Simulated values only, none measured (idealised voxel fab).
Module name: voxel self aligned vias (process module)
145 nm wide, 5 nm square cells: that's cross-section cut.
We lay out every cross-section as a grid of square cells and spell it out in bands from the top down, where one band means one or more rows of cells.
Read a band's entry like this: the first values are the height of its top and the height of its bottom in nm, and what follows is the sequence of materials from left to right, each with its width in nm. Note that "blank" is empty space, and that a single material marked "everywhere" reaches across the band from edge to edge.
Measure heights from 0. That's the level where, below it, the as-received wafer is all one material. The lowest band is bottomless and extends downward; write it as in "0 down".
When a width is written as two numbers, as in "30..40", the first number is the width in the top row of cells of the band and the second is the width in its bottom row, and the width changes by the same amount from each row to the next.
Basically "nothing got changed" means that step didn't change any cell in the cross-section.
Empty spaces counting at least 8 cells and having no open way to the top are listed in "Closed void register". The notation width x height at distance is used for each, the distance being from the left edge and all three values in nm.
On each step's line, the part that comes after the settings is the simulator's own comment on the step.
Among the settings permitted on a step's line is "overlay nm"; applied to a step with a mask, it specifies the extent to which the mask lay to the right of its planned position, whereas a negative figure signifies a position to the left.
## The planned process steps are enumerated hereunder
| 1 | RECEIVE: material Si |
| 2 | CONFORMAL_DEP: material SiO2, thk nm 10 |
| 3 | CONFORMAL_DEP: material SiCN, thk nm 5 |
| 4 | DIRECTIONAL_DEP: material SiO2, thk nm 30 |
| 5 | DIRECTIONAL_DEP: material aC, thk nm 10 |
| 6 | PATTERN: tone open, mask id LINES, material resist, width nm 30, pitch nm 65, thk nm 25, overlay nm 0 |
| 7 | DIRECTIONAL_ETCH: etch materials aC, depth nm 10 |
| 8 | STRIP: etch materials resist |
| 9 | DIRECTIONAL_ETCH: etch materials SiO2, depth nm 30 |
| 10 | STRIP: etch materials aC |
| 11 | CONFORMAL_DEP: material TiN, thk nm 5 |
| 12 | FILL_DEP: material W, thk nm 5 |
| 13 | CMP: height nm 45 |
| 14 | SELECTIVE_ETCH: etch materials W Ru TiN, depth nm 10 |
| 15 | FILL_DEP: material SiN, thk nm 10 |
| 16 | CMP: height nm 45 |
| 17 | DIRECTIONAL_DEP: material SiO2, thk nm 20 |
| 18 | MASKED_ETCH: tone open, mask id VIAS, width nm 50, etch materials SiO2, depth nm 20, overlay nm 0 |
| 19 | MASKED_ETCH: tone open, mask id VIAS, width nm 50, etch materials SiN, depth nm 10, overlay nm 0 |
| 20 | CONFORMAL_DEP: material TiN, thk nm 5 |
| 21 | FILL_DEP: material Cu, thk nm 10 |
| 22 | CMP: height nm 65 |
| 23 | CONFORMAL_DEP: material SiCN, thk nm 5 |
## The first of two wafers, run as planned
## As-received state of the wafer in cross-section, equivalent to post-step 1
> 0 down = Si everywhere
> Closed void register: none
## Wafer section view after processing step 2
> 10 to 0 = SiO2 everywhere
> Everything under 0 stays put, no change at all.
## Wafer section view after processing step 3
> 15 to 10 = SiCN everywhere
> Everything under 10 stays put, no change at all.
## Wafer section view after processing step 4
> 45 to 15 = SiO2 everywhere
> Everything under 15 stays put, no change at all.
## Wafer section view after processing step 5
> 55 to 45 = aC everywhere
> Everything under 45 stays put, no change at all.
## Wafer section view after processing step 6
> 80 to 55 = resist: 25 | blank: 30 | resist: 35 | blank: 30 | resist: 25
> Everything under 55 stays put, no change at all.
## Wafer section view after processing step 7
> 70 to 55 = resist: 25 | blank: 30 | resist: 35 | blank: 30 | resist: 25
> 55 to 45 = aC: 25 | blank: 30 | aC: 35 | blank: 30 | aC: 25
> Everything under 45 stays put, no change at all.
## Wafer section view after processing step 8
> 55 to 45 = aC: 25 | blank: 30 | aC: 35 | blank: 30 | aC: 25
> Everything under 45 stays put, no change at all.
## Wafer section view after processing step 9
> 55 to 45 = aC: 25 | blank: 30 | aC: 35 | blank: 30 | aC: 25
> 45 to 15 = SiO2: 25 | blank: 30 | SiO2: 35 | blank: 30 | SiO2: 25
> Everything under 15 stays put, no change at all.
## Wafer section view after processing step 10
> 45 to 15 = SiO2: 25 | blank: 30 | SiO2: 35 | blank: 30 | SiO2: 25
> Everything under 15 stays put, no change at all.
## Wafer section view after processing step 11
> 50 to 45 = TiN: 30 | blank: 20 | TiN: 45 | blank: 20 | TiN: 30
> 45 to 20 = SiO2: 25 | TiN: 5 | blank: 20 | TiN: 5 | SiO2: 35 | TiN: 5 | blank: 20 | TiN: 5 | SiO2: 25
> 20 to 15 = SiO2: 25 | TiN: 30 | SiO2: 35 | TiN: 30 | SiO2: 25
> Everything under 15 stays put, no change at all.
## Wafer section view after processing step 12
> 55 to 50 = W everywhere
> 50 to 45 = TiN: 30 | W: 20 | TiN: 45 | W: 20 | TiN: 30
> 45 to 20 = SiO2: 25 | TiN: 5 | W: 20 | TiN: 5 | SiO2: 35 | TiN: 5 | W: 20 | TiN: 5 | SiO2: 25
> Everything under 20 stays put, no change at all.
## Wafer section view after processing step 13
> 45 to 20 = SiO2: 25 | TiN: 5 | W: 20 | TiN: 5 | SiO2: 35 | TiN: 5 | W: 20 | TiN: 5 | SiO2: 25
> Everything under 20 stays put, no change at all.
## Wafer section view after processing step 14
> 45 to 35 = SiO2: 25 | blank: 30 | SiO2: 35 | blank: 30 | SiO2: 25
> Everything under 35 stays put, no change at all.
## Wafer section view after processing step 15
> 55 to 45 = SiN everywhere
> 45 to 35 = SiO2: 25 | SiN: 30 | SiO2: 35 | SiN: 30 | SiO2: 25
> Everything under 35 stays put, no change at all.
## Wafer section view after processing step 16
> 45 to 35 = SiO2: 25 | SiN: 30 | SiO2: 35 | SiN: 30 | SiO2: 25
> Everything under 35 stays put, no change at all.
## Wafer section view after processing step 17
> 65 to 45 = SiO2 everywhere
> Everything under 45 stays put, no change at all.
## Wafer section view after processing step 18
> 65 to 45 = SiO2: 15 | blank: 50 | SiO2: 80
> Everything under 45 stays put, no change at all.
## Wafer section view after processing step 19
> 65 to 45 = SiO2: 15 | blank: 50 | SiO2: 80
> 45 to 35 = SiO2: 25 | blank: 30 | SiO2: 35 | SiN: 30 | SiO2: 25
> Everything under 35 stays put, no change at all.
## Wafer section view after processing step 20
> 70 to 65 = TiN: 20 | blank: 40 | TiN: 85
> 65 to 50 = SiO2: 15 | TiN: 5 | blank: 40 | TiN: 5 | SiO2: 80
> 50 to 45 = SiO2: 15 | TiN: 15 | blank: 20 | TiN: 15 | SiO2: 80
> 45 to 40 = SiO2: 25 | TiN: 5 | blank: 20 | TiN: 5 | SiO2: 35 | SiN: 30 | SiO2: 25
> 40 to 35 = SiO2: 25 | TiN: 30 | SiO2: 35 | SiN: 30 | SiO2: 25
> Everything under 35 stays put, no change at all.
## Wafer section view after processing step 21
> 80 to 70 = Cu everywhere
> 70 to 65 = TiN: 20 | Cu: 40 | TiN: 85
> 65 to 50 = SiO2: 15 | TiN: 5 | Cu: 40 | TiN: 5 | SiO2: 80
> 50 to 45 = SiO2: 15 | TiN: 15 | Cu: 20 | TiN: 15 | SiO2: 80
> 45 to 40 = SiO2: 25 | TiN: 5 | Cu: 20 | TiN: 5 | SiO2: 35 | SiN: 30 | SiO2: 25
> Everything under 40 stays put, no change at all.
## Wafer section view after processing step 22
> 65 to 50 = SiO2: 15 | TiN: 5 | Cu: 40 | TiN: 5 | SiO2: 80
> Everything under 50 stays put, no change at all.
## Wafer section view after processing step 23
> 70 to 65 = SiCN everywhere
> Everything under 65 stays put, no change at all.
## Okay, second wafer. Nothing different at the start, nothing different in the plan, just one mistake somewhere in the running. As far as step 17, counting that step, it's the first wafer all over again
## when step 18 should have ended
> 65 to 45 = SiO2: 15 | blank: 50 | SiO2: 80
> 45 to 35 = SiO2: 15 | blank: 10 | SiN: 30 | blank: 10 | SiO2: 25 | SiN: 30 | SiO2: 25
> 35 to 25 = SiO2: 15 | blank: 10 | TiN: 5 | W: 20 | TiN: 5 | blank: 10 | SiO2: 25 | TiN: 5 | W: 20 | TiN: 5 | SiO2: 25
> Everything under 25 stays put, no change at all.
## when step 19 should have ended
> 65 to 45 = SiO2: 15 | blank: 50 | SiO2: 80
> 45 to 35 = SiO2: 15 | blank: 50 | SiO2: 25 | SiN: 30 | SiO2: 25
> Everything under 35 stays put, no change at all.
## when step 20 should have ended
> 70 to 65 = TiN: 20 | blank: 40 | TiN: 85
> 65 to 45 = SiO2: 15 | TiN: 5 | blank: 40 | TiN: 5 | SiO2: 80
> 45 to 40 = SiO2: 15 | TiN: 5 | blank: 40 | TiN: 5 | SiO2: 25 | SiN: 30 | SiO2: 25
> 40 to 35 = SiO2: 15 | TiN: 50 | SiO2: 25 | SiN: 30 | SiO2: 25
> 35 to 25 = SiO2: 15 | TiN: 15 | W: 20 | TiN: 15 | SiO2: 25 | TiN: 5 | W: 20 | TiN: 5 | SiO2: 25
> Everything under 25 stays put, no change at all.
## when step 21 should have ended
> 80 to 70 = Cu everywhere
> 70 to 65 = TiN: 20 | Cu: 40 | TiN: 85
> 65 to 45 = SiO2: 15 | TiN: 5 | Cu: 40 | TiN: 5 | SiO2: 80
> 45 to 40 = SiO2: 15 | TiN: 5 | Cu: 40 | TiN: 5 | SiO2: 25 | SiN: 30 | SiO2: 25
> Everything under 40 stays put, no change at all.
## when step 22 should have ended
> 65 to 45 = SiO2: 15 | TiN: 5 | Cu: 40 | TiN: 5 | SiO2: 80
> Everything under 45 stays put, no change at all.
## when step 23 should have ended
> 70 to 65 = SiCN everywhere
> Everything under 65 stays put, no change at all.
Short version of what went wrong: step 18 of the plan saw execution twice
The final cell counts differ between the wafers, with the second having more or fewer of some materials than the first: 8 more of Cu; 16 fewer of SiO2; 8 more of TiN
